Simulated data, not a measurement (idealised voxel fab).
Documented hereafter: the process module known as voxel fin reveal.
Each square cell in cross-section cut measures 5 nm, and the section as a whole is 190 nm wide.
For the purposes of this document, a cross-section shall be understood as a grid of square cells, specified as bands listed in top-to-bottom order, each band consisting of one or more rows of cells. Band entry format. Leading values: height of top, height of bottom, nm. Remainder: materials in left-to-right order, each with its width in nm. Special words: "edge to edge" on a single material, which then fills the band edge to edge; "blank", empty space. Height is counted from the level 0, under which the received wafer is composed throughout of one material. The lowest of the bands is not closed at the bottom but continues downward, in the notation "0 nm and below". Per-row width for "30->40": begins at first number (top row of band), ends at second number (bottom row), increment between rows held constant. "nothing was modified" (step): cross-section cells unchanged, all of them. So "Trapped cavities" is basically the list of trapped voids: any empty space of 8 cells or more that can't reach the top through an opening. They're written width x height at distance, the distance being from the left edge, and it's all nm. Past the settings on a step's line: simulator remark, on that step. Among the settings permitted on a step's line is "overlay nm"; applied to a step with a mask, it specifies the extent to which the mask lay to the right of its planned position, whereas a negative figure signifies a position to the left.

[Steps planned for the process]
step 1: RECEIVE,material Si
step 2: CONFORMAL_DEP,material SiN,thk nm 5
step 3: MASKED_ETCH,tone cover,mask id FINS,width nm 15,pitch nm 45,etch materials SiN,depth nm 5,overlay nm 0
step 4: MASKED_ETCH,tone cover,mask id FINS,width nm 15,pitch nm 45,etch materials Si,depth nm 40,overlay nm 0
step 5: FILL_DEP,material SiO2,thk nm 15
step 6: CMP,height nm 5
step 7: SELECTIVE_ETCH,etch materials SiO2,depth nm 35
step 8: STRIP,etch materials SiN

[Cross-section of the wafer as it came to us, i.e., already through step 1]
  0 nm and below  Si edge to edge
  Trapped cavities: none

[first wafer at the end, as planned]
  0 nm to -30 nm  blank=65, Si=15, blank=30, Si=15, blank=65
  -30 nm to -40 nm  SiO2=65, Si=15, SiO2=30, Si=15, SiO2=65
  -40 nm and below  Si edge to edge
  Trapped cavities: none

[End of module, second wafer, cross-section. Started like the first, planned like the first, run with one mistake]
  0 nm to -30 nm  blank=65, Si=15, blank=30, Si=15, blank=65
  -30 nm to -45 nm  SiO2=65, Si=15, SiO2=30, Si=15, SiO2=65
  -45 nm and below  Si edge to edge
  Trapped cavities: none
What was the processing mistake? not per plan at step 4, really ran MASKED_ETCH,tone cover,mask id FINS,width nm 15,pitch nm 45,etch materials Si,depth nm 45,overlay nm 0
Looking at both finished wafers in cells, the second ends up ahead of or behind the first on some materials: Si: 32 fewer | SiO2: 32 more
